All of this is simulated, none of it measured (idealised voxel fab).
This section sets out a process module, namely voxel self aligned contacts.
It is cross-section cut that appears here, measuring 230 nm in width, its square cells being 5 nm in size.
Square cells in a grid make up a cross-section in this document, and the grid is given as bands, listed from the top down, each one or more rows of cells. A band entry consists of two parts. The first gives the height of the band's top and the height of its bottom, in nm. The rest lists the band's materials from left to right, each with its width in nm. A single material labelled with the word "everywhere" fills the band from edge to edge, and the word "blank" marks empty space. We count height from 0. Below that, the starting wafer is all one material. The lowest band never ends at the bottom but goes on down; see "z 0 and below" for how that is written. Think of "30 to 40" as a width that walks from the first number to the second as you go down the band, top row to bottom row, taking equal-sized steps from row to row. Where the words "nothing was modified" appear for a step, the cross-section shows no cell changed by that step; every cell remained as before. Voids not open to the top, 8 cells minimum: see "Trapped void list". Written width x height at distance; distance is from the left edge; nm. Formally, on a step line, whatever follows the settings is a remark that the simulator itself makes on the step. overlay nm: where the mask lay relative to plan, measured to the right, on steps with a mask; negatives go left.

The steps planned for the process are as follows
step 1: RECEIVE, material Si
step 2: OXIDIZE, depth nm 5
step 3: DIRECTIONAL_DEP, material polySi, thk nm 30
step 4: DIRECTIONAL_DEP, material SiN, thk nm 25
step 5: MASKED_ETCH, tone cover, mask id GATE, width nm 35, pitch nm 80, etch materials SiN, depth nm 25, overlay nm 0
step 6: MASKED_ETCH, tone cover, mask id GATE, width nm 35, pitch nm 80, etch materials polySi, depth nm 30, overlay nm 0
step 7: CONFORMAL_DEP, material SiN, thk nm 10
step 8: DIRECTIONAL_ETCH, etch materials SiN, depth nm 10
step 9: FILL_DEP, material SiO2, thk nm 15
step 10: CMP, height nm 65
step 11: PATTERN, tone open, mask id CONTACT, material resist, width nm 65, pitch nm 80, thk nm 15, overlay nm 0
step 12: DIRECTIONAL_ETCH, etch materials SiO2, depth nm 70
step 13: STRIP, etch materials resist
step 14: CONFORMAL_DEP, material TiN, thk nm 5
step 15: FILL_DEP, material Ru, thk nm 5
step 16: CMP, height nm 65
step 17: CONFORMAL_DEP, material SiCN, thk nm 5

First of two wafers - as planned

This is the cross-section of the wafer as we received it, i.e. after step 1
z 0 and below: Si everywhere
Trapped void list: none

Wafer after step 2 (cross-section)
z 0 to -5: SiO2 everywhere
Lower than -5, everything is as it was.

Wafer after step 3 (cross-section)
z 30 to 0: polySi everywhere
Lower than 0, everything is as it was.

Wafer after step 4 (cross-section)
z 55 to 30: SiN everywhere
Lower than 30, everything is as it was.

Wafer after step 5 (cross-section)
z 55 to 30: blank (15)  SiN (35)  blank (45)  SiN (35)  blank (45)  SiN (35)  blank (20)
Lower than 30, everything is as it was.

Wafer after step 6 (cross-section)
z 55 to 30: blank (15)  SiN (35)  blank (45)  SiN (35)  blank (45)  SiN (35)  blank (20)
z 30 to 0: blank (15)  polySi (35)  blank (45)  polySi (35)  blank (45)  polySi (35)  blank (20)
Lower than 0, everything is as it was.

Wafer after step 7 (cross-section)
z 65 to 30: blank (5)  SiN (55)  blank (25)  SiN (55)  blank (25)  SiN (55)  blank (10)
z 30 to 10: blank (5)  SiN (10)  polySi (35)  SiN (10)  blank (25)  SiN (10)  polySi (35)  SiN (10)  blank (25)  SiN (10)  polySi (35)  SiN (10)  blank (10)
z 10 to 0: SiN (15)  polySi (35)  SiN (45)  polySi (35)  SiN (45)  polySi (35)  SiN (20)
Lower than 0, everything is as it was.

Wafer after step 8 (cross-section)
z 55 to 30: blank (5)  SiN (55)  blank (25)  SiN (55)  blank (25)  SiN (55)  blank (10)
z 30 to 0: blank (5)  SiN (10)  polySi (35)  SiN (10)  blank (25)  SiN (10)  polySi (35)  SiN (10)  blank (25)  SiN (10)  polySi (35)  SiN (10)  blank (10)
Lower than 0, everything is as it was.

Wafer after step 9 (cross-section)
z 70 to 55: SiO2 everywhere
z 55 to 30: SiO2 (5)  SiN (55)  SiO2 (25)  SiN (55)  SiO2 (25)  SiN (55)  SiO2 (10)
z 30 to 0: SiO2 (5)  SiN (10)  polySi (35)  SiN (10)  SiO2 (25)  SiN (10)  polySi (35)  SiN (10)  SiO2 (25)  SiN (10)  polySi (35)  SiN (10)  SiO2 (10)
Lower than 0, everything is as it was.

Wafer after step 10 (cross-section)
z 65 to 55: SiO2 everywhere
Lower than 55, everything is as it was.

Wafer after step 11 (cross-section)
z 80 to 65: resist (40)  blank (65)  resist (15)  blank (65)  resist (45)
Lower than 65, everything is as it was.

Wafer after step 12 (cross-section)
z 80 to 65: resist (40)  blank (65)  resist (15)  blank (65)  resist (45)
z 65 to 55: SiO2 (40)  blank (65)  SiO2 (15)  blank (65)  SiO2 (45)
z 55 to 30: SiO2 (5)  SiN (55)  blank (25)  SiN (55)  blank (25)  SiN (55)  SiO2 (10)
z 30 to 0: SiO2 (5)  SiN (10)  polySi (35)  SiN (10)  blank (25)  SiN (10)  polySi (35)  SiN (10)  blank (25)  SiN (10)  polySi (35)  SiN (10)  SiO2 (10)
z 0 to -5: SiO2 (60)  blank (25)  SiO2 (55)  blank (25)  SiO2 (65)
Lower than -5, everything is as it was.

Wafer after step 13 (cross-section)
z 65 to 55: SiO2 (40)  blank (65)  SiO2 (15)  blank (65)  SiO2 (45)
Lower than 55, everything is as it was.

Wafer after step 14 (cross-section)
z 70 to 65: TiN (45)  blank (55)  TiN (25)  blank (55)  TiN (50)
z 65 to 55: SiO2 (40)  TiN (5 to 25)  blank (55 to 15)  TiN (5 to 25)  SiO2 (15)  TiN (5 to 25)  blank (55 to 15)  TiN (5 to 25)  SiO2 (45)
z 55 to 30: SiO2 (5)  SiN (55)  TiN (5)  blank (15)  TiN (5)  SiN (55)  TiN (5)  blank (15)  TiN (5)  SiN (55)  SiO2 (10)
z 30 to 0: SiO2 (5)  SiN (10)  polySi (35)  SiN (10)  TiN (5)  blank (15)  TiN (5)  SiN (10)  polySi (35)  SiN (10)  TiN (5)  blank (15)  TiN (5)  SiN (10)  polySi (35)  SiN (10)  SiO2 (10)
z 0 to -5: SiO2 (60)  TiN (25)  SiO2 (55)  TiN (25)  SiO2 (65)
Lower than -5, everything is as it was.

Wafer after step 15 (cross-section)
z 75 to 70: Ru everywhere
z 70 to 65: TiN (45)  Ru (55)  TiN (25)  Ru (55)  TiN (50)
z 65 to 55: SiO2 (40)  TiN (5 to 25)  Ru (55 to 15)  TiN (5 to 25)  SiO2 (15)  TiN (5 to 25)  Ru (55 to 15)  TiN (5 to 25)  SiO2 (45)
z 55 to 30: SiO2 (5)  SiN (55)  TiN (5)  Ru (15)  TiN (5)  SiN (55)  TiN (5)  Ru (15)  TiN (5)  SiN (55)  SiO2 (10)
z 30 to 0: SiO2 (5)  SiN (10)  polySi (35)  SiN (10)  TiN (5)  Ru (15)  TiN (5)  SiN (10)  polySi (35)  SiN (10)  TiN (5)  Ru (15)  TiN (5)  SiN (10)  polySi (35)  SiN (10)  SiO2 (10)
Lower than 0, everything is as it was.

Wafer after step 16 (cross-section)
z 65 to 55: SiO2 (40)  TiN (5 to 25)  Ru (55 to 15)  TiN (5 to 25)  SiO2 (15)  TiN (5 to 25)  Ru (55 to 15)  TiN (5 to 25)  SiO2 (45)
Lower than 55, everything is as it was.

Wafer after step 17 (cross-section)
z 70 to 65: SiCN everywhere
Lower than 65, everything is as it was.

What follows concerns the second wafer, which started out like the first and was meant to follow the very same plan; one mistake crept in when it was run, but everything up to and including step 10 is the same as for the first wafer

Cross-section: second wafer, time at which step 11 was scheduled to end
z 80 to 65: resist (45)  blank (65)  resist (15)  blank (65)  resist (40)
Lower than 65, everything is as it was.

Cross-section: second wafer, time at which step 12 was scheduled to end
z 80 to 65: resist (45)  blank (65)  resist (15)  blank (65)  resist (40)
z 65 to 55: SiO2 (45)  blank (65)  SiO2 (15)  blank (65)  SiO2 (40)
z 55 to 30: SiO2 (5)  SiN (55)  blank (25)  SiN (55)  blank (25)  SiN (55)  SiO2 (10)
z 30 to 0: SiO2 (5)  SiN (10)  polySi (35)  SiN (10)  blank (25)  SiN (10)  polySi (35)  SiN (10)  blank (25)  SiN (10)  polySi (35)  SiN (10)  SiO2 (10)
z 0 to -5: SiO2 (60)  blank (25)  SiO2 (55)  blank (25)  SiO2 (65)
Lower than -5, everything is as it was.

Cross-section: second wafer, time at which step 13 was scheduled to end
z 65 to 55: SiO2 (45)  blank (65)  SiO2 (15)  blank (65)  SiO2 (40)
Lower than 55, everything is as it was.

Cross-section: second wafer, time at which step 14 was scheduled to end
z 70 to 65: TiN (50)  blank (55)  TiN (25)  blank (55)  TiN (45)
z 65 to 55: SiO2 (45)  TiN (5 to 20)  blank (55 to 15)  TiN (5 to 30)  SiO2 (15)  TiN (5 to 20)  blank (55 to 15)  TiN (5 to 30)  SiO2 (40)
z 55 to 30: SiO2 (5)  SiN (55)  TiN (5)  blank (15)  TiN (5)  SiN (55)  TiN (5)  blank (15)  TiN (5)  SiN (55)  SiO2 (10)
z 30 to 0: SiO2 (5)  SiN (10)  polySi (35)  SiN (10)  TiN (5)  blank (15)  TiN (5)  SiN (10)  polySi (35)  SiN (10)  TiN (5)  blank (15)  TiN (5)  SiN (10)  polySi (35)  SiN (10)  SiO2 (10)
z 0 to -5: SiO2 (60)  TiN (25)  SiO2 (55)  TiN (25)  SiO2 (65)
Lower than -5, everything is as it was.

Cross-section: second wafer, time at which step 15 was scheduled to end
z 75 to 70: Ru everywhere
z 70 to 65: TiN (50)  Ru (55)  TiN (25)  Ru (55)  TiN (45)
z 65 to 55: SiO2 (45)  TiN (5 to 20)  Ru (55 to 15)  TiN (5 to 30)  SiO2 (15)  TiN (5 to 20)  Ru (55 to 15)  TiN (5 to 30)  SiO2 (40)
z 55 to 30: SiO2 (5)  SiN (55)  TiN (5)  Ru (15)  TiN (5)  SiN (55)  TiN (5)  Ru (15)  TiN (5)  SiN (55)  SiO2 (10)
z 30 to 0: SiO2 (5)  SiN (10)  polySi (35)  SiN (10)  TiN (5)  Ru (15)  TiN (5)  SiN (10)  polySi (35)  SiN (10)  TiN (5)  Ru (15)  TiN (5)  SiN (10)  polySi (35)  SiN (10)  SiO2 (10)
Lower than 0, everything is as it was.

Cross-section: second wafer, time at which step 16 was scheduled to end
z 65 to 55: SiO2 (45)  TiN (5 to 20)  Ru (55 to 15)  TiN (5 to 30)  SiO2 (15)  TiN (5 to 20)  Ru (55 to 15)  TiN (5 to 30)  SiO2 (40)
Lower than 55, everything is as it was.

Cross-section: second wafer, time at which step 17 was scheduled to end
z 70 to 65: SiCN everywhere
Lower than 65, everything is as it was.
Finding, execution versus plan: step 11 did not happen as planned, as run it was PATTERN, tone open, mask id CONTACT, material resist, width nm 65, pitch nm 80, thk nm 15, overlay nm 5
In the final comparison it is observed that the number of cells assigned to each material is identical for the two wafers, whereas their placement is not.
